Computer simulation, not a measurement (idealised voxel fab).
The document below concerns the process module designated voxel trench capacitor.
We display cut, a cross-section 160 nm in width whose square cells are each 5 nm.
Heads up, the way a cross-section reads in here is a grid of square cells, handed over as bands from the top down, with every band being one or more rows of cells. Look at the band entry: it leads with the top's height and the bottom's height in nm. Then it lists the materials left to right, with a width in nm for each. The word "edge to edge" on a single material says that material fills the band edge to edge. The word "air" is empty space. Counting heights begins at 0, where everything beneath is, in the wafer as received, one material. The lowest band has no bottom; it goes on downwards, as "z 0 and below" shows. Think of "30..40" as a width that walks from the first number to the second as you go down the band, top row to bottom row, taking equal-sized steps from row to row. It should be understood that the words "nothing was modified", when stated for a given step, signify that the cross-section underwent no change in any of its cells during that step. If an empty space has no open way to the top and is at least 8 cells in size, "Unvented voids" lists it, written width x height at distance, where distance is measured from the left edge and every value is in nm. Formally, on a step line, whatever follows the settings is a remark that the simulator itself makes on the step. When a step includes a mask, the "overlay nm" setting on its line states how far to the right of its planned place that mask lay, and negative values state how far to the left.

### plan
1) RECEIVE | material Si
2) CONFORMAL_DEP | material SiN | thk nm 5
3) DIRECTIONAL_DEP | material aC | thk nm 15
4) PATTERN | tone open | mask id TRENCH | material resist | width nm 25 | pitch nm 45 | thk nm 35 | overlay nm 0
5) DIRECTIONAL_ETCH | etch materials aC | depth nm 15
6) STRIP | etch materials resist
7) DIRECTIONAL_ETCH | etch materials SiN | depth nm 5
8) DIRECTIONAL_ETCH | etch materials Si | depth nm 30
9) STRIP | etch materials aC
10) CONFORMAL_DEP | material Al2O3 | thk nm 5
11) CONFORMAL_DEP | material TiN | thk nm 5
12) FILL_DEP | material W | thk nm 10
13) CMP | height nm 5

### Wafer cross-section on receipt, i.e. after step 1
- z 0 and below = Si edge to edge
- Unvented voids: none

### Cross-sectional view of the first of the two wafers upon completion of the module, processed in accordance with the plan
- z 5 to 0 = 45 nm SiN, 5 nm Al2O3, 5 nm TiN, 5 nm W, 5 nm TiN, 5 nm Al2O3, 20 nm SiN, 5 nm Al2O3, 5 nm TiN, 5 nm W, 5 nm TiN, 5 nm Al2O3, 45 nm SiN
- z 0 to -20 = 45 nm Si, 5 nm Al2O3, 5 nm TiN, 5 nm W, 5 nm TiN, 5 nm Al2O3, 20 nm Si, 5 nm Al2O3, 5 nm TiN, 5 nm W, 5 nm TiN, 5 nm Al2O3, 45 nm Si
- z -20 to -25 = 45 nm Si, 5 nm Al2O3, 15 nm TiN, 5 nm Al2O3, 20 nm Si, 5 nm Al2O3, 15 nm TiN, 5 nm Al2O3, 45 nm Si
- z -25 to -30 = 45 nm Si, 25 nm Al2O3, 20 nm Si, 25 nm Al2O3, 45 nm Si
- z -30 and below = Si edge to edge
- Unvented voids: none

### Wafer two, end of module, cross-section. Same start, same plan as wafer one. One mistake in the run
- z 5 to 0 = 45 nm SiN, 5 nm Al2O3, 5 nm TiN, 5 nm W, 5 nm TiN, 5 nm Al2O3, 20 nm SiN, 5 nm Al2O3, 5 nm TiN, 5 nm W, 5 nm TiN, 5 nm Al2O3, 45 nm SiN
- z 0 to -30 = 45 nm Si, 5 nm Al2O3, 5 nm TiN, 5 nm W, 5 nm TiN, 5 nm Al2O3, 20 nm Si, 5 nm Al2O3, 5 nm TiN, 5 nm W, 5 nm TiN, 5 nm Al2O3, 45 nm Si
- z -30 to -35 = 45 nm Si, 5 nm Al2O3, 15 nm TiN, 5 nm Al2O3, 20 nm Si, 5 nm Al2O3, 15 nm TiN, 5 nm Al2O3, 45 nm Si
- z -35 to -40 = 45 nm Si, 25 nm Al2O3, 20 nm Si, 25 nm Al2O3, 45 nm Si
- z -40 and below = Si edge to edge
- Unvented voids: none
In executing the process, a mistake was made relative to the plan: step 8 ran differently from the plan; actual operation with settings: DIRECTIONAL_ETCH | etch materials Si | depth nm 40
Heads up, by the end the second wafer has more or fewer cells of some materials compared to the first: Al2O3: 8 more | Si: 20 fewer | TiN: 8 more | W: 4 more
